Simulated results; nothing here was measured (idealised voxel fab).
Herein follows the process module entitled voxel transistor to metal.
Displayed cross-section: cut, width of 270 nm, square cells sized 5 nm.
A cross-section is written here as square cells arranged in a grid, and it is given in bands from the top down, each band taking up one or more rows of cells. First you get the band's top height and its bottom height, in nm, and then the materials it's made of, left to right, with each width in nm. If you see a single material with "full width", that one covers the band edge to edge. "empty" is empty space. Heights are expressed relative to 0, this being the level below which the as-received wafer comprises one material exclusively. The lowest band is unbounded in the downward direction and is denoted as in "0 nm and below". Note: "30..40" means the width goes from the first number (top row of the band) to the second number (bottom row) in equal steps per row of cells. It should be understood that the words "no alteration", when stated for a given step, signify that the cross-section underwent no change in any of its cells during that step. Listed in "Sealed void inventory": every empty space of 8 or more cells without an open way to the top. Form: width x height at distance, the distance being from the left edge, all in nm. What comes after the settings on a step's line is commentary from the simulator itself on that step. overlay nm: mask right of planned place by this much (step with mask). Neg. = left. Heads up before you read on: it's before/after pairs around one process step each, after side only down to the lowest band that changed, step plus settings under the pair. Pairs can be from different runs of this module, same starting wafer, so only chain a pair onto the one above if its "Status before step" entry says so.

## Status before step
0 nm and below: Si full width
Sealed void inventory: none

## Post-Step Appearance
5 nm to 0 nm: SiO2 full width
For the remainder of the cross-section, below 0, there is no change.
Sealed void inventory: none
Which operation links the two cross-sections above? CONFORMAL_DEP (material SiO2; thk nm 5)

Status before step: The initial state for this step is given by the after cross-section of the immediately preceding pair.

## Post-Step Appearance
15 nm to 5 nm: SiN full width
For the remainder of the cross-section, below 5, there is no change.
Sealed void inventory: none
Which operation links the two cross-sections above? CONFORMAL_DEP (material SiN; thk nm 10)

Status before step: The initial state for this step is given by the after cross-section of the immediately preceding pair.

## Post-Step Appearance
30 nm to 15 nm: 25 nm empty  95 nm resist  30 nm empty  95 nm resist  25 nm empty
For the remainder of the cross-section, below 15, there is no change.
Sealed void inventory: none
Which operation links the two cross-sections above? PATTERN (tone cover; mask id ACTIVE; material resist; width nm 95; pitch nm 125; thk nm 15; overlay nm 0)

Status before step: The initial state for this step is given by the after cross-section of the immediately preceding pair.

## Post-Step Appearance
30 nm to 15 nm: 25 nm empty  95 nm resist  30 nm empty  95 nm resist  25 nm empty
15 nm to 5 nm: 25 nm empty  95 nm SiN  30 nm empty  95 nm SiN  25 nm empty
For the remainder of the cross-section, below 5, there is no change.
Sealed void inventory: none
Which operation links the two cross-sections above? DIRECTIONAL_ETCH (etch materials SiN; depth nm 10)

Status before step: The initial state for this step is given by the after cross-section of the immediately preceding pair.

## Post-Step Appearance
30 nm to 15 nm: 25 nm empty  95 nm resist  30 nm empty  95 nm resist  25 nm empty
15 nm to 5 nm: 25 nm empty  95 nm SiN  30 nm empty  95 nm SiN  25 nm empty
5 nm to 0 nm: 25 nm empty  95 nm SiO2  30 nm empty  95 nm SiO2  25 nm empty
For the remainder of the cross-section, below 0, there is no change.
Sealed void inventory: none
Which operation links the two cross-sections above? DIRECTIONAL_ETCH (etch materials SiO2; depth nm 5)

Status before step: The initial state for this step is given by the after cross-section of the immediately preceding pair.

## Post-Step Appearance
30 nm to 15 nm: 25 nm empty  95 nm resist  30 nm empty  95 nm resist  25 nm empty
15 nm to 5 nm: 25 nm empty  95 nm SiN  30 nm empty  95 nm SiN  25 nm empty
5 nm to 0 nm: 25 nm empty  95 nm SiO2  30 nm empty  95 nm SiO2  25 nm empty
0 nm to -20 nm: 25 nm empty  95 nm Si  30 nm empty  95 nm Si  25 nm empty
For the remainder of the cross-section, below -20, there is no change.
Sealed void inventory: none
Which operation links the two cross-sections above? DIRECTIONAL_ETCH (etch materials Si; depth nm 20)

Status before step: The initial state for this step is given by the after cross-section of the immediately preceding pair.

## Post-Step Appearance
15 nm to 5 nm: 25 nm empty  95 nm SiN  30 nm empty  95 nm SiN  25 nm empty
For the remainder of the cross-section, below 5, there is no change.
Sealed void inventory: none
Which operation links the two cross-sections above? STRIP (etch materials resist)

Status before step: The initial state for this step is given by the after cross-section of the immediately preceding pair.

## Post-Step Appearance
30 nm to 15 nm: SiO2 full width
15 nm to 5 nm: 25 nm SiO2  95 nm SiN  30 nm SiO2  95 nm SiN  25 nm SiO2
5 nm to 0 nm: SiO2 full width
0 nm to -20 nm: 25 nm SiO2  95 nm Si  30 nm SiO2  95 nm Si  25 nm SiO2
For the remainder of the cross-section, below -20, there is no change.
Sealed void inventory: none
Which operation links the two cross-sections above? FILL_DEP (material SiO2; thk nm 15)

Status before step: The initial state for this step is given by the after cross-section of the immediately preceding pair.

## Post-Step Appearance
15 nm to 5 nm: 25 nm SiO2  95 nm SiN  30 nm SiO2  95 nm SiN  25 nm SiO2
For the remainder of the cross-section, below 5, there is no change.
Sealed void inventory: none
Which operation links the two cross-sections above? CMP (height nm 15)

Status before step: The initial state for this step is given by the after cross-section of the immediately preceding pair.

## Post-Step Appearance
15 nm to 10 nm: 25 nm empty  95 nm SiN  30 nm empty  95 nm SiN  25 nm empty
For the remainder of the cross-section, below 10, there is no change.
Sealed void inventory: none
Which operation links the two cross-sections above? SELECTIVE_ETCH (etch materials SiO2; depth nm 5)

Status before step: The initial state for this step is given by the after cross-section of the immediately preceding pair.

## Post-Step Appearance
10 nm to 5 nm: 25 nm SiO2  95 nm empty  30 nm SiO2  95 nm empty  25 nm SiO2
For the remainder of the cross-section, below 5, there is no change.
Sealed void inventory: none
Which operation links the two cross-sections above? STRIP (etch materials SiN)

Status before step: The initial state for this step is given by the after cross-section of the immediately preceding pair.

## Post-Step Appearance
5 nm to 0 nm: 20 nm SiO2  105 nm empty  20 nm SiO2  105 nm empty  20 nm SiO2
For the remainder of the cross-section, below 0, there is no change.
Sealed void inventory: none
Which operation links the two cross-sections above? SELECTIVE_ETCH (etch materials SiO2; depth nm 5)

Status before step: The initial state for this step is given by the after cross-section of the immediately preceding pair.

## Post-Step Appearance
5 nm to 0 nm: 20 nm SiO2  105 nm empty  20 nm SiO2  105 nm empty  20 nm SiO2
0 nm to -5 nm: SiO2 full width
For the remainder of the cross-section, below -5, there is no change.
Sealed void inventory: none
Which operation links the two cross-sections above? OXIDIZE (depth nm 5)

Status before step: The initial state for this step is given by the after cross-section of the immediately preceding pair.

## Post-Step Appearance
30 nm to 25 nm: 20 nm polySi  105 nm empty  20 nm polySi  105 nm empty  20 nm polySi
25 nm to 5 nm: polySi full width
5 nm to 0 nm: 20 nm SiO2  105 nm polySi  20 nm SiO2  105 nm polySi  20 nm SiO2
For the remainder of the cross-section, below 0, there is no change.
Sealed void inventory: none
Which operation links the two cross-sections above? DIRECTIONAL_DEP (material polySi; thk nm 25)

Status before step: The initial state for this step is given by the after cross-section of the immediately preceding pair.

## Post-Step Appearance
45 nm to 40 nm: 20 nm SiCN  105 nm empty  20 nm SiCN  105 nm empty  20 nm SiCN
40 nm to 30 nm: SiCN full width
30 nm to 25 nm: 20 nm polySi  105 nm SiCN  20 nm polySi  105 nm SiCN  20 nm polySi
For the remainder of the cross-section, below 25, there is no change.
Sealed void inventory: none
Which operation links the two cross-sections above? DIRECTIONAL_DEP (material SiCN; thk nm 15)

Status before step: The initial state for this step is given by the after cross-section of the immediately preceding pair.

## Post-Step Appearance
65 nm to 45 nm: 60 nm empty  25 nm resist  100 nm empty  25 nm resist  60 nm empty
45 nm to 40 nm: 20 nm SiCN  40 nm empty  25 nm resist  40 nm empty  20 nm SiCN  40 nm empty  25 nm resist  40 nm empty  20 nm SiCN
For the remainder of the cross-section, below 40, there is no change.
Sealed void inventory: none
Which operation links the two cross-sections above? PATTERN (tone cover; mask id GATE; material resist; width nm 25; pitch nm 125; thk nm 20; overlay nm 0)

Status before step: The initial state for this step is given by the after cross-section of the immediately preceding pair.

## Post-Step Appearance
65 nm to 40 nm: 60 nm empty  25 nm resist  100 nm empty  25 nm resist  60 nm empty
40 nm to 30 nm: 60 nm empty  25 nm SiCN  100 nm empty  25 nm SiCN  60 nm empty
30 nm to 25 nm: 20 nm polySi  40 nm empty  25 nm SiCN  40 nm empty  20 nm polySi  40 nm empty  25 nm SiCN  40 nm empty  20 nm polySi
For the remainder of the cross-section, below 25, there is no change.
Sealed void inventory: none
Which operation links the two cross-sections above? DIRECTIONAL_ETCH (etch materials SiCN; depth nm 25)

Status before step: The initial state for this step is given by the after cross-section of the immediately preceding pair.

## Post-Step Appearance
65 nm to 40 nm: 60 nm empty  25 nm resist  100 nm empty  25 nm resist  60 nm empty
40 nm to 25 nm: 60 nm empty  25 nm SiCN  100 nm empty  25 nm SiCN  60 nm empty
25 nm to 5 nm: 60 nm empty  25 nm polySi  100 nm empty  25 nm polySi  60 nm empty
5 nm to 0 nm: 20 nm SiO2  40 nm empty  25 nm polySi  40 nm empty  20 nm SiO2  40 nm empty  25 nm polySi  40 nm empty  20 nm SiO2
For the remainder of the cross-section, below 0, there is no change.
Sealed void inventory: none
Which operation links the two cross-sections above? DIRECTIONAL_ETCH (etch materials polySi; depth nm 35)

Status before step: The initial state for this step is given by the after cross-section of the immediately preceding pair.

## Post-Step Appearance
40 nm to 25 nm: 60 nm empty  25 nm SiCN  100 nm empty  25 nm SiCN  60 nm empty
For the remainder of the cross-section, below 25, there is no change.
Sealed void inventory: none
Which operation links the two cross-sections above? STRIP (etch materials resist)

Status before step: The initial state for this step is given by the after cross-section of the immediately preceding pair.

## Post-Step Appearance
45 nm to 40 nm: 55 nm empty  35 nm SiO2  90 nm empty  35 nm SiO2  55 nm empty
40 nm to 25 nm: 55 nm empty  5 nm SiO2  25 nm SiCN  5 nm SiO2  90 nm empty  5 nm SiO2  25 nm SiCN  5 nm SiO2  55 nm empty
25 nm to 10 nm: 55 nm empty  5 nm SiO2  25 nm polySi  5 nm SiO2  90 nm empty  5 nm SiO2  25 nm polySi  5 nm SiO2  55 nm empty
10 nm to 5 nm: 25 nm SiO2  30 nm empty  5 nm SiO2  25 nm polySi  5 nm SiO2  30 nm empty  30 nm SiO2  30 nm empty  5 nm SiO2  25 nm polySi  5 nm SiO2  30 nm empty  25 nm SiO2
5 nm to 0 nm: 60 nm SiO2  25 nm polySi  100 nm SiO2  25 nm polySi  60 nm SiO2
For the remainder of the cross-section, below 0, there is no change.
Sealed void inventory: none
Which operation links the two cross-sections above? CONFORMAL_DEP (material SiO2; thk nm 5)

Status before step: The initial state for this step is given by the after cross-section of the immediately preceding pair.

## Post-Step Appearance
40 nm to 25 nm: 55 nm empty  5 nm SiO2  25 nm SiCN  5 nm SiO2  90 nm empty  5 nm SiO2  25 nm SiCN  5 nm SiO2  55 nm empty
25 nm to 5 nm: 55 nm empty  5 nm SiO2  25 nm polySi  5 nm SiO2  90 nm empty  5 nm SiO2  25 nm polySi  5 nm SiO2  55 nm empty
5 nm to 0 nm: 25 nm SiO2  30 nm empty  5 nm SiO2  25 nm polySi  5 nm SiO2  30 nm empty  30 nm SiO2  30 nm empty  5 nm SiO2  25 nm polySi  5 nm SiO2  30 nm empty  25 nm SiO2
For the remainder of the cross-section, below 0, there is no change.
Sealed void inventory: none
Which operation links the two cross-sections above? DIRECTIONAL_ETCH (etch materials SiO2; depth nm 5)

Status before step: The initial state for this step is given by the after cross-section of the immediately preceding pair.

## Post-Step Appearance
45 nm to 40 nm: 50 nm empty  45 nm SiN  80 nm empty  45 nm SiN  50 nm empty
40 nm to 25 nm: 50 nm empty  5 nm SiN  5 nm SiO2  25 nm SiCN  5 nm SiO2  5 nm SiN  80 nm empty  5 nm SiN  5 nm SiO2  25 nm SiCN  5 nm SiO2  5 nm SiN  50 nm empty
25 nm to 10 nm: 50 nm empty  5 nm SiN  5 nm SiO2  25 nm polySi  5 nm SiO2  5 nm SiN  80 nm empty  5 nm SiN  5 nm SiO2  25 nm polySi  5 nm SiO2  5 nm SiN  50 nm empty
10 nm to 5 nm: 30 nm SiN  20 nm empty  5 nm SiN  5 nm SiO2  25 nm polySi  5 nm SiO2  5 nm SiN  20 nm empty  40 nm SiN  20 nm empty  5 nm SiN  5 nm SiO2  25 nm polySi  5 nm SiO2  5 nm SiN  20 nm empty  30 nm SiN
5 nm to 0 nm: 25 nm SiO2  30 nm SiN  5 nm SiO2  25 nm polySi  5 nm SiO2  30 nm SiN  30 nm SiO2  30 nm SiN  5 nm SiO2  25 nm polySi  5 nm SiO2  30 nm SiN  25 nm SiO2
For the remainder of the cross-section, below 0, there is no change.
Sealed void inventory: none
Which operation links the two cross-sections above? CONFORMAL_DEP (material SiN; thk nm 5)

Status before step: The initial state for this step is given by the after cross-section of the immediately preceding pair.

## Post-Step Appearance
40 nm to 25 nm: 50 nm empty  5 nm SiN  5 nm SiO2  25 nm SiCN  5 nm SiO2  5 nm SiN  80 nm empty  5 nm SiN  5 nm SiO2  25 nm SiCN  5 nm SiO2  5 nm SiN  50 nm empty
25 nm to 5 nm: 50 nm empty  5 nm SiN  5 nm SiO2  25 nm polySi  5 nm SiO2  5 nm SiN  80 nm empty  5 nm SiN  5 nm SiO2  25 nm polySi  5 nm SiO2  5 nm SiN  50 nm empty
5 nm to 0 nm: 25 nm SiO2  5 nm SiN  20 nm empty  5 nm SiN  5 nm SiO2  25 nm polySi  5 nm SiO2  5 nm SiN  20 nm empty  5 nm SiN  30 nm SiO2  5 nm SiN  20 nm empty  5 nm SiN  5 nm SiO2  25 nm polySi  5 nm SiO2  5 nm SiN  20 nm empty  5 nm SiN  25 nm SiO2
For the remainder of the cross-section, below 0, there is no change.
Sealed void inventory: none
Which operation links the two cross-sections above? DIRECTIONAL_ETCH (etch materials SiN; depth nm 5)

Status before step: The initial state for this step is given by the after cross-section of the immediately preceding pair.

## Post-Step Appearance
40 nm to 35 nm: 50 nm empty  5 nm SiN  5 nm empty  25 nm SiCN  5 nm empty  5 nm SiN  80 nm empty  5 nm SiN  5 nm empty  25 nm SiCN  5 nm empty  5 nm SiN  50 nm empty
35 nm to 25 nm: 50 nm empty  5 nm SiN  5 nm SiO2  25 nm SiCN  5 nm SiO2  5 nm SiN  80 nm empty  5 nm SiN  5 nm SiO2  25 nm SiCN  5 nm SiO2  5 nm SiN  50 nm empty
25 nm to 5 nm: 50 nm empty  5 nm SiN  5 nm SiO2  25 nm polySi  5 nm SiO2  5 nm SiN  80 nm empty  5 nm SiN  5 nm SiO2  25 nm polySi  5 nm SiO2  5 nm SiN  50 nm empty
5 nm to 0 nm: 25 nm empty  5 nm SiN  20 nm empty  5 nm SiN  5 nm SiO2  25 nm polySi  5 nm SiO2  5 nm SiN  20 nm empty  5 nm SiN  30 nm empty  5 nm SiN  20 nm empty  5 nm SiN  5 nm SiO2  25 nm polySi  5 nm SiO2  5 nm SiN  20 nm empty  5 nm SiN  25 nm empty
0 nm to -5 nm: 30 nm SiO2  20 nm empty  45 nm SiO2  20 nm empty  40 nm SiO2  20 nm empty  45 nm SiO2  20 nm empty  30 nm SiO2
For the remainder of the cross-section, below -5, there is no change.
Sealed void inventory: none
Which operation links the two cross-sections above? DIRECTIONAL_ETCH (etch materials SiO2; depth nm 5)

Status before step: The initial state for this step is given by the after cross-section of the immediately preceding pair.

## Post-Step Appearance
40 nm to 35 nm: 50 nm empty  5 nm SiN  5 nm empty  25 nm SiCN  5 nm empty  5 nm SiN  80 nm empty  5 nm SiN  5 nm empty  25 nm SiCN  5 nm empty  5 nm SiN  50 nm empty
35 nm to 25 nm: 50 nm empty  5 nm SiN  5 nm SiO2  25 nm SiCN  5 nm SiO2  5 nm SiN  80 nm empty  5 nm SiN  5 nm SiO2  25 nm SiCN  5 nm SiO2  5 nm SiN  50 nm empty
25 nm to 5 nm: 50 nm empty  5 nm SiN  5 nm SiO2  25 nm polySi  5 nm SiO2  5 nm SiN  80 nm empty  5 nm SiN  5 nm SiO2  25 nm polySi  5 nm SiO2  5 nm SiN  50 nm empty
5 nm to 0 nm: 25 nm empty  5 nm SiN  20 nm empty  5 nm SiN  5 nm SiO2  25 nm polySi  5 nm SiO2  5 nm SiN  20 nm empty  5 nm SiN  30 nm empty  5 nm SiN  20 nm empty  5 nm SiN  5 nm SiO2  25 nm polySi  5 nm SiO2  5 nm SiN  20 nm empty  5 nm SiN  25 nm empty
0 nm to -5 nm: 30 nm SiO2  20 nm empty  45 nm SiO2  20 nm empty  40 nm SiO2  20 nm empty  45 nm SiO2  20 nm empty  30 nm SiO2
-5 nm to -15 nm: 25 nm SiO2  5 nm Si  20 nm empty  45 nm Si  20 nm empty  5 nm Si  30 nm SiO2  5 nm Si  20 nm empty  45 nm Si  20 nm empty  5 nm Si  25 nm SiO2
For the remainder of the cross-section, below -15, there is no change.
Sealed void inventory: none
Which operation links the two cross-sections above? DIRECTIONAL_ETCH (etch materials Si; depth nm 10)

Status before step: The initial state for this step is given by the after cross-section of the immediately preceding pair.

## Post-Step Appearance
40 nm to 35 nm: 50 nm empty  5 nm SiN  5 nm empty  25 nm SiCN  5 nm empty  5 nm SiN  80 nm empty  5 nm SiN  5 nm empty  25 nm SiCN  5 nm empty  5 nm SiN  50 nm empty
35 nm to 25 nm: 50 nm empty  5 nm SiN  5 nm SiO2  25 nm SiCN  5 nm SiO2  5 nm SiN  80 nm empty  5 nm SiN  5 nm SiO2  25 nm SiCN  5 nm SiO2  5 nm SiN  50 nm empty
25 nm to 5 nm: 50 nm empty  5 nm SiN  5 nm SiO2  25 nm polySi  5 nm SiO2  5 nm SiN  80 nm empty  5 nm SiN  5 nm SiO2  25 nm polySi  5 nm SiO2  5 nm SiN  50 nm empty
5 nm to 0 nm: 25 nm empty  5 nm SiN  20 nm nSi  5 nm SiN  5 nm SiO2  25 nm polySi  5 nm SiO2  5 nm SiN  20 nm nSi  5 nm SiN  30 nm empty  5 nm SiN  20 nm nSi  5 nm SiN  5 nm SiO2  25 nm polySi  5 nm SiO2  5 nm SiN  20 nm nSi  5 nm SiN  25 nm empty
0 nm to -5 nm: 30 nm SiO2  20 nm nSi  45 nm SiO2  20 nm nSi  40 nm SiO2  20 nm nSi  45 nm SiO2  20 nm nSi  30 nm SiO2
-5 nm to -15 nm: 25 nm SiO2  5 nm Si  20 nm nSi  45 nm Si  20 nm nSi  5 nm Si  30 nm SiO2  5 nm Si  20 nm nSi  45 nm Si  20 nm nSi  5 nm Si  25 nm SiO2
For the remainder of the cross-section, below -15, there is no change.
Sealed void inventory: none
Which operation links the two cross-sections above? EPI (material nSi; thk nm 10)

Status before step: The initial state for this step is given by the after cross-section of the immediately preceding pair.

## Post-Step Appearance
50 nm to 40 nm: SiO2 full width
40 nm to 25 nm: 50 nm SiO2  5 nm SiN  5 nm SiO2  25 nm SiCN  5 nm SiO2  5 nm SiN  80 nm SiO2  5 nm SiN  5 nm SiO2  25 nm SiCN  5 nm SiO2  5 nm SiN  50 nm SiO2
25 nm to 5 nm: 50 nm SiO2  5 nm SiN  5 nm SiO2  25 nm polySi  5 nm SiO2  5 nm SiN  80 nm SiO2  5 nm SiN  5 nm SiO2  25 nm polySi  5 nm SiO2  5 nm SiN  50 nm SiO2
5 nm to 0 nm: 25 nm SiO2  5 nm SiN  20 nm nSi  5 nm SiN  5 nm SiO2  25 nm polySi  5 nm SiO2  5 nm SiN  20 nm nSi  5 nm SiN  30 nm SiO2  5 nm SiN  20 nm nSi  5 nm SiN  5 nm SiO2  25 nm polySi  5 nm SiO2  5 nm SiN  20 nm nSi  5 nm SiN  25 nm SiO2
For the remainder of the cross-section, below 0, there is no change.
Sealed void inventory: none
Which operation links the two cross-sections above? FILL_DEP (material SiO2; thk nm 10)

Status before step: The initial state for this step is given by the after cross-section of the immediately preceding pair.

## Post-Step Appearance
40 nm to 25 nm: 50 nm SiO2  5 nm SiN  5 nm SiO2  25 nm SiCN  5 nm SiO2  5 nm SiN  80 nm SiO2  5 nm SiN  5 nm SiO2  25 nm SiCN  5 nm SiO2  5 nm SiN  50 nm SiO2
For the remainder of the cross-section, below 25, there is no change.
Sealed void inventory: none
Which operation links the two cross-sections above? CMP (height nm 40)

Status before step: The initial state for this step is given by the after cross-section of the immediately preceding pair.

## Post-Step Appearance
55 nm to 40 nm: SiO2 full width
For the remainder of the cross-section, below 40, there is no change.
Sealed void inventory: none
Which operation links the two cross-sections above? DIRECTIONAL_DEP (material SiO2; thk nm 15)

Status before step: The initial state for this step is given by the after cross-section of the immediately preceding pair.

## Post-Step Appearance
65 nm to 55 nm: aC full width
For the remainder of the cross-section, below 55, there is no change.
Sealed void inventory: none
Which operation links the two cross-sections above? DIRECTIONAL_DEP (material aC; thk nm 10)

Status before step: The initial state for this step is given by the after cross-section of the immediately preceding pair.

## Post-Step Appearance
95 nm to 65 nm: 30 nm resist  15 nm empty  55 nm resist  15 nm empty  40 nm resist  15 nm empty  55 nm resist  15 nm empty  30 nm resist
For the remainder of the cross-section, below 65, there is no change.
Sealed void inventory: none
Which operation links the two cross-sections above? PATTERN (tone open; mask id CONTACT; material resist; width nm 15; thk nm 30; overlay nm 0)

Status before step: The initial state for this step is given by the after cross-section of the immediately preceding pair.

## Post-Step Appearance
85 nm to 65 nm: 30 nm resist  15 nm empty  55 nm resist  15 nm empty  40 nm resist  15 nm empty  55 nm resist  15 nm empty  30 nm resist
65 nm to 55 nm: 30 nm aC  15 nm empty  55 nm aC  15 nm empty  40 nm aC  15 nm empty  55 nm aC  15 nm empty  30 nm aC
For the remainder of the cross-section, below 55, there is no change.
Sealed void inventory: none
Which operation links the two cross-sections above? DIRECTIONAL_ETCH (etch materials aC; depth nm 10)

Status before step: The initial state for this step is given by the after cross-section of the immediately preceding pair.

## Post-Step Appearance
65 nm to 55 nm: 30 nm aC  15 nm empty  55 nm aC  15 nm empty  40 nm aC  15 nm empty  55 nm aC  15 nm empty  30 nm aC
For the remainder of the cross-section, below 55, there is no change.
Sealed void inventory: none
Which operation links the two cross-sections above? STRIP (etch materials resist)

Status before step: The initial state for this step is given by the after cross-section of the immediately preceding pair.

## Post-Step Appearance
65 nm to 55 nm: 30 nm aC  15 nm empty  55 nm aC  15 nm empty  40 nm aC  15 nm empty  55 nm aC  15 nm empty  30 nm aC
55 nm to 40 nm: 30 nm SiO2  15 nm empty  55 nm SiO2  15 nm empty  40 nm SiO2  15 nm empty  55 nm SiO2  15 nm empty  30 nm SiO2
40 nm to 25 nm: 30 nm SiO2  15 nm empty  5 nm SiO2  5 nm SiN  5 nm SiO2  25 nm SiCN  5 nm SiO2  5 nm SiN  5 nm SiO2  15 nm empty  40 nm SiO2  15 nm empty  5 nm SiO2  5 nm SiN  5 nm SiO2  25 nm SiCN  5 nm SiO2  5 nm SiN  5 nm SiO2  15 nm empty  30 nm SiO2
25 nm to 5 nm: 30 nm SiO2  15 nm empty  5 nm SiO2  5 nm SiN  5 nm SiO2  25 nm polySi  5 nm SiO2  5 nm SiN  5 nm SiO2  15 nm empty  40 nm SiO2  15 nm empty  5 nm SiO2  5 nm SiN  5 nm SiO2  25 nm polySi  5 nm SiO2  5 nm SiN  5 nm SiO2  15 nm empty  30 nm SiO2
For the remainder of the cross-section, below 5, there is no change.
Sealed void inventory: none
Which operation links the two cross-sections above? DIRECTIONAL_ETCH (etch materials SiO2; depth nm 50)

Status before step: The initial state for this step is given by the after cross-section of the immediately preceding pair.

## Post-Step Appearance
55 nm to 40 nm: 30 nm SiO2  15 nm empty  55 nm SiO2  15 nm empty  40 nm SiO2  15 nm empty  55 nm SiO2  15 nm empty  30 nm SiO2
For the remainder of the cross-section, below 40, there is no change.
Sealed void inventory: none
Which operation links the two cross-sections above? STRIP (etch materials aC)

Status before step: The initial state for this step is given by the after cross-section of the immediately preceding pair.

## Post-Step Appearance
60 nm to 55 nm: 35 nm TiN  5 nm empty  65 nm TiN  5 nm empty  50 nm TiN  5 nm empty  65 nm TiN  5 nm empty  35 nm TiN
55 nm to 40 nm: 30 nm SiO2  5 nm TiN  5 nm empty  5 nm TiN  55 nm SiO2  5 nm TiN  5 nm empty  5 nm TiN  40 nm SiO2  5 nm TiN  5 nm empty  5 nm TiN  55 nm SiO2  5 nm TiN  5 nm empty  5 nm TiN  30 nm SiO2
40 nm to 25 nm: 30 nm SiO2  5 nm TiN  5 nm empty  5 nm TiN  5 nm SiO2  5 nm SiN  5 nm SiO2  25 nm SiCN  5 nm SiO2  5 nm SiN  5 nm SiO2  5 nm TiN  5 nm empty  5 nm TiN  40 nm SiO2  5 nm TiN  5 nm empty  5 nm TiN  5 nm SiO2  5 nm SiN  5 nm SiO2  25 nm SiCN  5 nm SiO2  5 nm SiN  5 nm SiO2  5 nm TiN  5 nm empty  5 nm TiN  30 nm SiO2
25 nm to 10 nm: 30 nm SiO2  5 nm TiN  5 nm empty  5 nm TiN  5 nm SiO2  5 nm SiN  5 nm SiO2  25 nm polySi  5 nm SiO2  5 nm SiN  5 nm SiO2  5 nm TiN  5 nm empty  5 nm TiN  40 nm SiO2  5 nm TiN  5 nm empty  5 nm TiN  5 nm SiO2  5 nm SiN  5 nm SiO2  25 nm polySi  5 nm SiO2  5 nm SiN  5 nm SiO2  5 nm TiN  5 nm empty  5 nm TiN  30 nm SiO2
10 nm to 5 nm: 30 nm SiO2  15 nm TiN  5 nm SiO2  5 nm SiN  5 nm SiO2  25 nm polySi  5 nm SiO2  5 nm SiN  5 nm SiO2  15 nm TiN  40 nm SiO2  15 nm TiN  5 nm SiO2  5 nm SiN  5 nm SiO2  25 nm polySi  5 nm SiO2  5 nm SiN  5 nm SiO2  15 nm TiN  30 nm SiO2
For the remainder of the cross-section, below 5, there is no change.
Sealed void inventory: none
Which operation links the two cross-sections above? CONFORMAL_DEP (material TiN; thk nm 5)

Status before step: The initial state for this step is given by the after cross-section of the immediately preceding pair.

## Post-Step Appearance
70 nm to 60 nm: W full width
60 nm to 55 nm: 35 nm TiN  5 nm W  65 nm TiN  5 nm W  50 nm TiN  5 nm W  65 nm TiN  5 nm W  35 nm TiN
55 nm to 40 nm: 30 nm SiO2  5 nm TiN  5 nm W  5 nm TiN  55 nm SiO2  5 nm TiN  5 nm W  5 nm TiN  40 nm SiO2  5 nm TiN  5 nm W  5 nm TiN  55 nm SiO2  5 nm TiN  5 nm W  5 nm TiN  30 nm SiO2
40 nm to 25 nm: 30 nm SiO2  5 nm TiN  5 nm W  5 nm TiN  5 nm SiO2  5 nm SiN  5 nm SiO2  25 nm SiCN  5 nm SiO2  5 nm SiN  5 nm SiO2  5 nm TiN  5 nm W  5 nm TiN  40 nm SiO2  5 nm TiN  5 nm W  5 nm TiN  5 nm SiO2  5 nm SiN  5 nm SiO2  25 nm SiCN  5 nm SiO2  5 nm SiN  5 nm SiO2  5 nm TiN  5 nm W  5 nm TiN  30 nm SiO2
25 nm to 10 nm: 30 nm SiO2  5 nm TiN  5 nm W  5 nm TiN  5 nm SiO2  5 nm SiN  5 nm SiO2  25 nm polySi  5 nm SiO2  5 nm SiN  5 nm SiO2  5 nm TiN  5 nm W  5 nm TiN  40 nm SiO2  5 nm TiN  5 nm W  5 nm TiN  5 nm SiO2  5 nm SiN  5 nm SiO2  25 nm polySi  5 nm SiO2  5 nm SiN  5 nm SiO2  5 nm TiN  5 nm W  5 nm TiN  30 nm SiO2
For the remainder of the cross-section, below 10, there is no change.
Sealed void inventory: none
Which operation links the two cross-sections above? FILL_DEP (material W; thk nm 10)

Status before step: The initial state for this step is given by the after cross-section of the immediately preceding pair.

## Post-Step Appearance
55 nm to 40 nm: 30 nm SiO2  5 nm TiN  5 nm W  5 nm TiN  55 nm SiO2  5 nm TiN  5 nm W  5 nm TiN  40 nm SiO2  5 nm TiN  5 nm W  5 nm TiN  55 nm SiO2  5 nm TiN  5 nm W  5 nm TiN  30 nm SiO2
For the remainder of the cross-section, below 40, there is no change.
Sealed void inventory: none
Which operation links the two cross-sections above? CMP (height nm 55)

Status before step: The initial state for this step is given by the after cross-section of the immediately preceding pair.

## Post-Step Appearance
60 nm to 55 nm: SiCN full width
For the remainder of the cross-section, below 55, there is no change.
Sealed void inventory: none
Which operation links the two cross-sections above? CONFORMAL_DEP (material SiCN; thk nm 5)

Status before step: The initial state for this step is given by the after cross-section of the immediately preceding pair.

## Post-Step Appearance
80 nm to 60 nm: SiO2 full width
For the remainder of the cross-section, below 60, there is no change.
Sealed void inventory: none
Which operation links the two cross-sections above? DIRECTIONAL_DEP (material SiO2; thk nm 20)

Status before step: The initial state for this step is given by the after cross-section of the immediately preceding pair.

## Post-Step Appearance
95 nm to 80 nm: aC full width
For the remainder of the cross-section, below 80, there is no change.
Sealed void inventory: none
Which operation links the two cross-sections above? DIRECTIONAL_DEP (material aC; thk nm 15)

Status before step: The initial state for this step is given by the after cross-section of the immediately preceding pair.

## Post-Step Appearance
125 nm to 95 nm: 30 nm resist  15 nm empty  55 nm resist  15 nm empty  40 nm resist  15 nm empty  55 nm resist  15 nm empty  30 nm resist
For the remainder of the cross-section, below 95, there is no change.
Sealed void inventory: none
Which operation links the two cross-sections above? PATTERN (tone open; mask id METAL_1; material resist; width nm 15; thk nm 30; overlay nm 0)

Status before step: The initial state for this step is given by the after cross-section of the immediately preceding pair.

## Post-Step Appearance
110 nm to 95 nm: 30 nm resist  15 nm empty  55 nm resist  15 nm empty  40 nm resist  15 nm empty  55 nm resist  15 nm empty  30 nm resist
95 nm to 80 nm: 30 nm aC  15 nm empty  55 nm aC  15 nm empty  40 nm aC  15 nm empty  55 nm aC  15 nm empty  30 nm aC
For the remainder of the cross-section, below 80, there is no change.
Sealed void inventory: none
Which operation links the two cross-sections above? DIRECTIONAL_ETCH (etch materials aC; depth nm 15)

Status before step: The initial state for this step is given by the after cross-section of the immediately preceding pair.

## Post-Step Appearance
95 nm to 80 nm: 30 nm aC  15 nm empty  55 nm aC  15 nm empty  40 nm aC  15 nm empty  55 nm aC  15 nm empty  30 nm aC
For the remainder of the cross-section, below 80, there is no change.
Sealed void inventory: none
Which operation links the two cross-sections above? STRIP (etch materials resist)

Status before step: The initial state for this step is given by the after cross-section of the immediately preceding pair.

## Post-Step Appearance
95 nm to 80 nm: 30 nm aC  15 nm empty  55 nm aC  15 nm empty  40 nm aC  15 nm empty  55 nm aC  15 nm empty  30 nm aC
80 nm to 60 nm: 30 nm SiO2  15 nm empty  55 nm SiO2  15 nm empty  40 nm SiO2  15 nm empty  55 nm SiO2  15 nm empty  30 nm SiO2
For the remainder of the cross-section, below 60, there is no change.
Sealed void inventory: none
Which operation links the two cross-sections above? DIRECTIONAL_ETCH (etch materials SiO2; depth nm 20)
